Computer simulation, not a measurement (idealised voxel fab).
Process module, titled voxel ribs on slabs
We display cut, a cross-section 155 nm in width whose square cells are each 5 nm.
This document writes a cross-section as a grid whose cells are square, and gives it as bands, listed from the top down; one or more rows of cells form a band.
A band entry consists of two parts. The first gives the height of the band's top and the height of its bottom, in nm. The rest lists the band's materials from left to right, each with its width in nm. A single material labelled with the word "edge to edge" fills the band from edge to edge, and the word "blank" marks empty space.
All heights in this document are referenced to 0, defined as the level beneath which the wafer, as received, consists entirely of one material. The lowest band is not bounded below; it extends indefinitely downward and is written in the form "0 down".
You'd read "30 to 40" like this: the band's top row of cells is as wide as the first number, its bottom row is as wide as the second, and going down, every row changes width by the same amount as the row before did.
The designation "remains unaltered", where it is given for a processing step, indicates that no cell of the cross-section was altered in the course of that step.
This entry, "Closed-off voids", enumerates those empty regions of no fewer than 8 cells that possess no open connection to the top. Each region is reported in the form width x height at distance, the distance being taken from the left edge, with all three quantities expressed in nm.
Anything after a step's settings on that line? It's the simulator's own note about the step.
overlay nm: mask right of planned place by this much (step with mask). Neg. = left.

So here's the lineup of process steps we planned
1,RECEIVE,material Si
2,DIRECTIONAL_DEP,material SiO2,thk nm 25
3,DIRECTIONAL_DEP,material SiN,thk nm 20
4,DIRECTIONAL_DEP,material aC,thk nm 10
5,PATTERN,tone cover,mask id RIB,material resist,width nm 30,thk nm 25,overlay nm 0
6,DIRECTIONAL_ETCH,etch materials aC,depth nm 10
7,STRIP,etch materials resist
8,DIRECTIONAL_ETCH,etch materials SiN,depth nm 5
9,STRIP,etch materials aC
10,MASKED_ETCH,tone cover,mask id SLAB,width nm 90,etch materials SiN,depth nm 15,overlay nm 0
11,FILL_DEP,material SiO2,thk nm 25
12,CMP,height nm 60
13,DIRECTIONAL_DEP,material W,thk nm 5
14,DIRECTIONAL_DEP,material aC,thk nm 15
15,PATTERN,tone cover,mask id HEATER,material resist,width nm 30,thk nm 30,overlay nm 0
16,DIRECTIONAL_ETCH,etch materials aC,depth nm 15
17,STRIP,etch materials resist
18,DIRECTIONAL_ETCH,etch materials W,depth nm 5
19,STRIP,etch materials aC
20,CONFORMAL_DEP,material SiO2,thk nm 10
Don't read the plan's width nm for step 15 as applying to every wafer: that's the first wafer's value, and the wafers differ in it, though they all start identical.

Received condition of the first of several wafers, sectioned: post-step 1
0 down  Si edge to edge
Closed-off voids: none

Cross-section after step 20, the final step of the module, for the first of several wafers
75 to 70  50 blank, 50 SiO2, 55 blank
70 to 65  SiO2 edge to edge
65 to 60  60 SiO2, 30 W, 65 SiO2
60 to 45  SiO2 edge to edge
45 to 40  60 SiO2, 30 SiN, 65 SiO2
40 to 25  30 SiO2, 90 SiN, 35 SiO2
25 to 0  SiO2 edge to edge
0 down  Si edge to edge
Closed-off voids: none

Final wafer of several, shown in cross-section at the end of the module
75 to 70  40 blank, 75 SiO2, 40 blank
70 to 65  SiO2 edge to edge
65 to 60  50 SiO2, 55 W, 50 SiO2
60 to 45  SiO2 edge to edge
45 to 40  60 SiO2, 30 SiN, 65 SiO2
40 to 25  30 SiO2, 90 SiN, 35 SiO2
25 to 0  SiO2 edge to edge
0 down  Si edge to edge
Closed-off voids: none

Note: the following table is arranged by wafer, a row apiece. Each row reports the end-of-module state: per material, cells gained (+) or cells lost (-) compared with the wafer as received; closed voids follow
width nm 30; +60 SiN; +378 SiO2; +6 W; Closed-off voids: none
width nm 35; +60 SiN; +378 SiO2; +7 W; Closed-off voids: none
width nm 40; +60 SiN; +378 SiO2; +8 W; Closed-off voids: none
width nm 45; +60 SiN; +378 SiO2; +9 W; Closed-off voids: none
width nm 50; +60 SiN; +378 SiO2; +10 W; Closed-off voids: none
width nm 55; +60 SiN; +378 SiO2; +11 W; Closed-off voids: none
